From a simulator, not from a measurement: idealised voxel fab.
Process module heading - voxel released beams
cross-section cut | 210 nm wide | cells 5 nm
For the purposes of this document, a cross-section shall be understood as a grid of square cells, specified as bands listed in top-to-bottom order, each band consisting of one or more rows of cells. Within each band entry, the heights of the top and of the bottom of the band appear first, in that order and in nm; the materials of the band then follow from left to right, each with its corresponding width in nm. The designation "all across" on a single material indicates that it fills the band from edge to edge; the designation "air" indicates empty space. Height 0 is the level under which the wafer as received is all one material. The lowest band goes on downwards, as in "0 down". Per-row width for "30 to 40": begins at first number (top row of band), ends at second number (bottom row), increment between rows held constant. No cell of the cross-section changed in a step that is given as "no alterations made". You'll see "Closed void list" listing empty spaces that have no way open to the top, as long as they're 8 cells or more; the notation is width x height at distance, where the distance is from the left edge, and all of it is in nm. Heads up: the bit after the settings on a step's line is the simulator's remark on that step. Regarding "overlay nm": on a step with a mask, it is the distance the mask lay to the right of its planned place; a negative value places it to the left.

### Process steps - plan
step 1: RECEIVE (material Si)
step 2: CONFORMAL_DEP (material SiN; thk nm 5)
step 3: DIRECTIONAL_DEP (material SiO2; thk nm 10)
step 4: DIRECTIONAL_DEP (material aC; thk nm 15)
step 5: PATTERN (tone open; mask id ANCHOR; material resist; width nm 35; thk nm 35; overlay nm 0)
step 6: DIRECTIONAL_ETCH (etch materials aC; depth nm 15)
step 7: STRIP (etch materials resist)
step 8: DIRECTIONAL_ETCH (etch materials SiO2; depth nm 10)
step 9: STRIP (etch materials aC)
step 10: CONFORMAL_DEP (material W; thk nm 15)
step 11: DIRECTIONAL_DEP (material aC; thk nm 15)
step 12: PATTERN (tone cover; mask id BEAM; material resist; width nm 120; thk nm 30; overlay nm 0)
step 13: DIRECTIONAL_ETCH (etch materials aC; depth nm 15)
step 14: STRIP (etch materials resist)
step 15: DIRECTIONAL_ETCH (etch materials W; depth nm 15)
step 16: STRIP (etch materials aC)
step 17: STRIP (etch materials SiO2)

### As received (post step 1): cross-section
  0 down = Si all across
  Closed void list: none

### The following cross-section depicts the wafer upon conclusion of the module. Processing commenced from the starting condition illustrated above and adhered to the plan illustrated above, save for one mistake in execution
  25 to 15 = air (40) / W (20) / air (5) / W (95) / air (50)
  15 to 10 = air (40) / W (120) / air (50)
  10 to 0 = air (45) / W (35) / air (130)
  0 down = Si all across
  Closed void list: none
Deviation noted in wafer processing: step 2 of the plan was bypassed and not carried out
